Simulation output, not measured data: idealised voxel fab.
The process module that follows is named voxel wiring stack.
Cross-section cut spans 240 nm and uses square cells 5 nm in size.
The cross-sections in this document take the form of a grid made of square cells. They are written out as bands, in order from top to bottom. Each band consists of one or more rows of cells. Band: top height; bottom height; in nm. Then, left to right: material with width in nm, for each material. "all across": a single material spanning edge to edge. "air": empty space. Height is counted from the level 0, under which the received wafer is composed throughout of one material. The lowest of the bands is not closed at the bottom but continues downward, in the notation "0..down". A width such as "30..40" changes by the same amount from each row of cells to the next, from the band's top row to its bottom row. "changes: none" -> step changed no cross-section cell. "Closed internal cavities" means: voids of 8 cells or more that are shut off from the top with no open way through. Written width x height at distance, distance from the left edge, in nm. Text after the settings on a step's line: the simulator's own remark on that step. When a step includes a mask, the "overlay nm" setting on its line states how far to the right of its planned place that mask lay, and negative values state how far to the left.

## Below is the list of planned process steps
- 1: RECEIVE [material Si]
- 2: CONFORMAL_DEP [material SiO2] [thk nm 15]
- 3: CONFORMAL_DEP [material SiN] [thk nm 5]
- 4: DIRECTIONAL_DEP [material SiO2] [thk nm 15]
- 5: PATTERN [tone open] [mask id METAL_1] [material resist] [width nm 20] [pitch nm 50] [thk nm 20] [overlay nm 0]
- 6: DIRECTIONAL_ETCH [etch materials SiO2] [depth nm 15]
- 7: DIRECTIONAL_ETCH [etch materials SiN] [depth nm 5]
- 8: STRIP [etch materials resist]
- 9: CONFORMAL_DEP [material TiN] [thk nm 5]
- 10: FILL_DEP [material Cu] [thk nm 10]
- 11: CMP [height nm 35]
- 12: EPI [material Ru] [thk nm 5]
- 13: FILL_DEP [material SiCN] [thk nm 5]
- 14: DIRECTIONAL_DEP [material lowk] [thk nm 25]
- 15: DIRECTIONAL_DEP [material aC] [thk nm 15]
- 16: PATTERN [tone open] [mask id METAL_2] [material resist] [width nm 30] [pitch nm 50] [thk nm 35] [overlay nm 0]
- 17: DIRECTIONAL_ETCH [etch materials aC] [depth nm 15]
- 18: STRIP [etch materials resist]
- 19: DIRECTIONAL_ETCH [etch materials lowk] [depth nm 15]
- 20: STRIP [etch materials aC]
- 21: PATTERN [tone open] [mask id METAL_2_HOLES] [material resist] [width nm 15] [thk nm 15] [overlay nm 0]
- 22: DIRECTIONAL_ETCH [etch materials lowk] [depth nm 10]
- 23: DIRECTIONAL_ETCH [etch materials SiCN] [depth nm 5]
- 24: STRIP [etch materials resist]
- 25: CONFORMAL_DEP [material TiN] [thk nm 5]
- 26: FILL_DEP [material Ru] [thk nm 10]
- 27: CMP [height nm 70]
- 28: CONFORMAL_DEP [material SiN] [thk nm 5]
It is noted that the wafers described herein are identical at the outset and are distinguished by the width nm of step 5; the value stated in the plan corresponds to the first wafer.

## Cross-section of the first of several wafers as received (after step 1)
* 0..down: Si all across
* Closed internal cavities: none

## first wafer at the end, after step 28
* 75..70: SiN all across
* 70..60: lowk 80 / TiN 5 / Ru 20 / TiN 5 / lowk 20 / TiN 5 / Ru 20 / TiN 5 / lowk 80
* 60..55: lowk 80 / TiN 5 / Ru 5 / TiN 20 / lowk 20 / TiN 30 / lowk 80
* 55..45: lowk 80 / TiN 5 / Ru 5 / TiN 5 / lowk 145
* 45..40: SiCN 80 / TiN 15 / SiCN 145
* 40..35: SiCN 80 / Ru 30 / SiCN 20 / Ru 30 / SiCN 80
* 35..20: SiO2 85 / TiN 5 / Cu 10 / TiN 5 / SiO2 30 / TiN 5 / Cu 10 / TiN 5 / SiO2 85
* 20..15: SiN 85 / TiN 20 / SiN 30 / TiN 20 / SiN 85
* 15..0: SiO2 all across
* 0..down: Si all across
* Closed internal cavities: none

## Final wafer of several, shown in cross-section at the end of the module
* 75..70: SiN all across
* 70..60: lowk 80 / TiN 5 / Ru 20 / TiN 5 / lowk 20 / TiN 5 / Ru 20 / TiN 5 / lowk 80
* 60..55: lowk 80 / TiN 5 / Ru 5 / TiN 20 / lowk 20 / TiN 30 / lowk 80
* 55..45: lowk 80 / TiN 5 / Ru 5 / TiN 5 / lowk 145
* 45..40: SiCN 80 / TiN 15 / SiCN 145
* 40..35: SiCN 75 / Ru 45 / SiCN 5 / Ru 45 / SiCN 70
* 35..20: SiO2 80 / TiN 5 / Cu 25 / TiN 5 / SiO2 15 / TiN 5 / Cu 25 / TiN 5 / SiO2 75
* 20..15: SiN 80 / TiN 35 / SiN 15 / TiN 35 / SiN 75
* 15..0: SiO2 all across
* 0..down: Si all across
* Closed internal cavities: none

## Per wafer, end of module: cells gained (+) or lost (-) per material since receipt, then closed voids
width nm 20 | +12 Cu | +31 Ru | +81 SiCN | +88 SiN | +264 SiO2 | +46 TiN | +198 lowk | Closed internal cavities: none
width nm 25 | +18 Cu | +33 Ru | +79 SiCN | +86 SiN | +258 SiO2 | +48 TiN | +198 lowk | Closed internal cavities: none
width nm 30 | +24 Cu | +35 Ru | +77 SiCN | +84 SiN | +252 SiO2 | +50 TiN | +198 lowk | Closed internal cavities: none
width nm 35 | +30 Cu | +37 Ru | +75 SiCN | +82 SiN | +246 SiO2 | +52 TiN | +198 lowk | Closed internal cavities: none
